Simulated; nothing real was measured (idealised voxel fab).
The document below concerns the process module designated voxel released beams.
Cross-section cut spans 220 nm and uses square cells 5 nm in size.
Cross-section format: a grid of square cells, given as bands from top to bottom; each band is one or more rows of cells. This entry defines a band. It first specifies the height of the band's top and the height of its bottom in nm, and then specifies the band's materials from left to right, stating each material with its width in nm. The word "full width" identifies a single material that fills the band from edge to edge, while the word "empty" identifies empty space. Heights are expressed relative to 0, this being the level below which the as-received wafer comprises one material exclusively. The lowest band is unbounded in the downward direction and is denoted as in "z 0 and below". Width "30 to 40": first value at the band's top row of cells, second value at its bottom row, equal change from row to row. Basically "nothing was modified" means that step didn't change any cell in the cross-section. Closed empty spaces (no open way to the top) of 8 cells or more are what "Sealed voids" lists, each as width x height at distance from the left edge, nm for all three. What comes after the settings on a step's line is commentary from the simulator itself on that step. When a step includes a mask, the "overlay nm" setting on its line states how far to the right of its planned place that mask lay, and negative values state how far to the left.
# Steps planned for the process
1,RECEIVE | material Si
2,CONFORMAL_DEP | material SiN | thk nm 5
3,DIRECTIONAL_DEP | material SiO2 | thk nm 10
4,MASKED_ETCH | tone open | mask id ANCHOR | width nm 35 | etch materials SiO2 | depth nm 10 | overlay nm 0
5,CONFORMAL_DEP | material TiN | thk nm 15
6,DIRECTIONAL_DEP | material aC | thk nm 10
7,PATTERN | tone cover | mask id BEAM | material resist | width nm 90 | thk nm 30 | overlay nm -15
8,DIRECTIONAL_ETCH | etch materials aC | depth nm 10
9,STRIP | etch materials resist
10,DIRECTIONAL_ETCH | etch materials TiN | depth nm 15
11,STRIP | etch materials aC
12,STRIP | etch materials SiO2
The plan's step 7 overlay nm is the first wafer's value; the wafers differ in this setting and start identical.
# So this is the first of several wafers, cross-sectioned as it came to us, meaning it's at the end of step 1
> z 0 and below: Si full width
> Sealed voids: none
# Once step 12, the last step, is complete, the module is at its end; this is the cross-section of the first of several wafers
> z 30 to 20: 45 of empty; 35 of TiN; 5 of empty; 50 of TiN; 85 of empty
> z 20 to 15: 45 of empty; 90 of TiN; 85 of empty
> z 15 to 5: 65 of empty; 35 of TiN; 120 of empty
> z 5 to 0: SiN full width
> z 0 and below: Si full width
> Sealed voids: none
# Cross-section of the last wafer at end of module
> z 30 to 20: 75 of empty; 5 of TiN; 5 of empty; 80 of TiN; 55 of empty
> z 20 to 15: 75 of empty; 90 of TiN; 55 of empty
> z 15 to 5: 65 of empty; 35 of TiN; 120 of empty
> z 5 to 0: SiN full width
> z 0 and below: Si full width
> Sealed voids: none
# wafer rows; end of module; cells per material since receipt: (+) gained, (-) lost; then closed voids
overlay nm -15 | +44 SiN | +66 TiN | Sealed voids: none
overlay nm -10 | +44 SiN | +66 TiN | Sealed voids: none
overlay nm -5 | +44 SiN | +66 TiN | Sealed voids: none
overlay nm 0 | +44 SiN | +66 TiN | Sealed voids: none
overlay nm 5 | +44 SiN | +66 TiN | Sealed voids: none
overlay nm 10 | +44 SiN | +66 TiN | Sealed voids: none
overlay nm 15 | +44 SiN | +66 TiN | Sealed voids: none
